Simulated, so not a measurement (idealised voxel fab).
process module | voxel ribs on slabs
cross-section cut | 210 nm wide | cells 5 nm
A cross-section is a grid of square cells, given in bands from the top down. A band is one or more rows of cells.
Each band's line starts with the height of the band's top and of its bottom, in nm. Then come its materials from left to right, each with its width in nm. One material with "throughout" fills the band from edge to edge. "air" is empty space.
Height 0 is the level under which the wafer as received is all one material. The lowest band goes on downwards, as in "0 down".
A width such as "30 to 40" changes by the same amount from each row of cells to the next, from the band's top row to its bottom row.
"no change" after a step means that no cell of the cross-section changed.
closed voids: empty space of 8 cells or more with no open way to the top, each as width x height at its distance from the left edge, in nm
after a step's settings: what the simulator itself notes on the step
overlay nm, on a step with a mask: how far to the right of its planned place the mask lay; to the left if negative
plan
1 op RECEIVE | material Si
2 op DIRECTIONAL_DEP | material SiO2 | thk nm 25
3 op DIRECTIONAL_DEP | material SiN | thk nm 25
4 op MASKED_ETCH | tone cover | mask id RIB | width nm 15 | etch materials SiN | depth nm 10 | overlay nm 0
5 op PATTERN | tone cover | mask id SLAB | material resist | width nm 65 | thk nm 15 | overlay nm 0
6 op DIRECTIONAL_ETCH | etch materials SiN | depth nm 15
7 op STRIP | etch materials resist
8 op FILL_DEP | material SiO2 | thk nm 25
9 op CMP | height nm 70
10 op DIRECTIONAL_DEP | material TiN | thk nm 5
11 op PATTERN | tone cover | mask id HEATER | material resist | width nm 25 | thk nm 20 | overlay nm 0
12 op DIRECTIONAL_ETCH | etch materials TiN | depth nm 5
13 op STRIP | etch materials resist
14 op CONFORMAL_DEP | material SiN | thk nm 10
as received, after step 1
  0 down: Si throughout
  closed voids: none
a wafer at the end: this start, this plan, one mistake
  85 to 80: air 75 | SiN 45 | air 90
  80 to 75: SiN throughout
  75 to 70: SiN 85 | TiN 25 | SiN 100
  70 to 50: SiO2 throughout
  50 to 40: SiO2 95 | SiN 15 | SiO2 100
  40 to 25: SiO2 70 | SiN 65 | SiO2 75
  25 to 0: SiO2 throughout
  0 down: Si throughout
  closed voids: none
what went wrong: step 11 ran as: op PATTERN | tone cover | mask id HEATER | material resist | width nm 25 | thk nm 20 | overlay nm -5
